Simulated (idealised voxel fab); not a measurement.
The following is a process module called voxel ribs on slabs.
Cross-section cut spans 290 nm and uses square cells 5 nm in size.
Heads up, the way a cross-section reads in here is a grid of square cells, handed over as bands from the top down, with every band being one or more rows of cells. The entry gives the band's vertical extent as a top height and a bottom height in nm, then its horizontal make-up as materials from left to right, each with a width in nm. "blank" stands for empty space; a single material marked "full width" fills the band edge to edge. Height is counted from the level 0, under which the received wafer is composed throughout of one material. The lowest of the bands is not closed at the bottom but continues downward, in the notation "0 down". Width "30->40": first value at the band's top row of cells, second value at its bottom row, equal change from row to row. The designation "nothing changed", where it is given for a processing step, indicates that no cell of the cross-section was altered in the course of that step. "Enclosed void listing" contains a list of empty spaces, each no smaller than 8 cells and without an open way to the top, written in the form width x height at distance with the distance from the left edge and all three in nm. What comes after the settings on a step's line is commentary from the simulator itself on that step. For masked steps, "overlay nm" on the step line gives how far right of plan the mask actually lay; a minus sign means it lay to the left.
[Process steps foreseen in the plan]
| 1 | RECEIVE: material Si |
| 2 | DIRECTIONAL_DEP: material SiO2, thk nm 25 |
| 3 | DIRECTIONAL_DEP: material polySi, thk nm 25 |
| 4 | PATTERN: tone cover, mask id RIB, material resist, width nm 30, thk nm 20, overlay nm 0 |
| 5 | DIRECTIONAL_ETCH: etch materials polySi, depth nm 10 |
| 6 | STRIP: etch materials resist |
| 7 | MASKED_ETCH: tone cover, mask id SLAB, width nm 90, etch materials polySi, depth nm 15, overlay nm 0 |
| 8 | FILL_DEP: material SiO2, thk nm 25 |
| 9 | CMP: height nm 70 |
| 10 | DIRECTIONAL_DEP: material TiN, thk nm 5 |
| 11 | MASKED_ETCH: tone cover, mask id HEATER, width nm 40, etch materials TiN, depth nm 5, overlay nm 0 |
| 12 | CONFORMAL_DEP: material SiO2, thk nm 5 |
[Of two wafers, the first: run according to plan]
[As-received state of the wafer in cross-section, equivalent to post-step 1]
	0 down  Si full width
	Enclosed void listing: none
[The wafer, seen in cross-section, after step 2]
	25 to 0  SiO2 full width
	Whatever lies below 0 is exactly as it was before.
[The wafer, seen in cross-section, after step 3]
	50 to 25  polySi full width
	Whatever lies below 25 is exactly as it was before.
[The wafer, seen in cross-section, after step 4]
	70 to 50  blank=130; resist=30; blank=130
	Whatever lies below 50 is exactly as it was before.
[The wafer, seen in cross-section, after step 5]
	70 to 50  blank=130; resist=30; blank=130
	50 to 40  blank=130; polySi=30; blank=130
	Whatever lies below 40 is exactly as it was before.
[The wafer, seen in cross-section, after step 6]
	50 to 40  blank=130; polySi=30; blank=130
	Whatever lies below 40 is exactly as it was before.
[The wafer, seen in cross-section, after step 7]
	50 to 40  blank=130; polySi=30; blank=130
	40 to 25  blank=100; polySi=90; blank=100
	Whatever lies below 25 is exactly as it was before.
[The wafer, seen in cross-section, after step 8]
	75 to 50  SiO2 full width
	50 to 40  SiO2=130; polySi=30; SiO2=130
	40 to 25  SiO2=100; polySi=90; SiO2=100
	Whatever lies below 25 is exactly as it was before.
[The wafer, seen in cross-section, after step 9]
	70 to 50  SiO2 full width
	Whatever lies below 50 is exactly as it was before.
[The wafer, seen in cross-section, after step 10]
	75 to 70  TiN full width
	Whatever lies below 70 is exactly as it was before.
[The wafer, seen in cross-section, after step 11]
	75 to 70  blank=125; TiN=40; blank=125
	Whatever lies below 70 is exactly as it was before.
[The wafer, seen in cross-section, after step 12]
	80 to 75  blank=120; SiO2=50; blank=120
	75 to 70  SiO2=125; TiN=40; SiO2=125
	Whatever lies below 70 is exactly as it was before.
[Wafer two of the pair: same origin, same plan, one error during the run; identical to wafer one up to and including step 1]
[Second wafer at the planned finish of step 2, seen in cross-section]
	25 to 0  polySi full width
	Whatever lies below 0 is exactly as it was before.
[Second wafer at the planned finish of step 3, seen in cross-section]
	50 to 25  SiO2 full width
	Whatever lies below 25 is exactly as it was before.
[Second wafer at the planned finish of step 4, seen in cross-section]
	70 to 50  blank=130; resist=30; blank=130
	Whatever lies below 50 is exactly as it was before.
Second wafer at the planned finish of step 5, seen in cross-section: nothing changed
[Second wafer at the planned finish of step 6, seen in cross-section]
	50 to 25  SiO2 full width
	Whatever lies below 25 is exactly as it was before.
Second wafer at the planned finish of step 7, seen in cross-section: nothing changed
[Second wafer at the planned finish of step 8, seen in cross-section]
	75 to 25  SiO2 full width
	Whatever lies below 25 is exactly as it was before.
[Second wafer at the planned finish of step 9, seen in cross-section]
	70 to 25  SiO2 full width
	Whatever lies below 25 is exactly as it was before.
[Second wafer at the planned finish of step 10, seen in cross-section]
	75 to 70  TiN full width
	Whatever lies below 70 is exactly as it was before.
[Second wafer at the planned finish of step 11, seen in cross-section]
	75 to 70  blank=125; TiN=40; blank=125
	Whatever lies below 70 is exactly as it was before.
[Second wafer at the planned finish of step 12, seen in cross-section]
	80 to 75  blank=120; SiO2=50; blank=120
	75 to 70  SiO2=125; TiN=40; SiO2=125
	Whatever lies below 70 is exactly as it was before.
What went wrong in running the wafer? steps 2 and 3 were swapped
Final cells, second wafer relative to first, materials higher or lower: -224 SiO2; +224 polySi
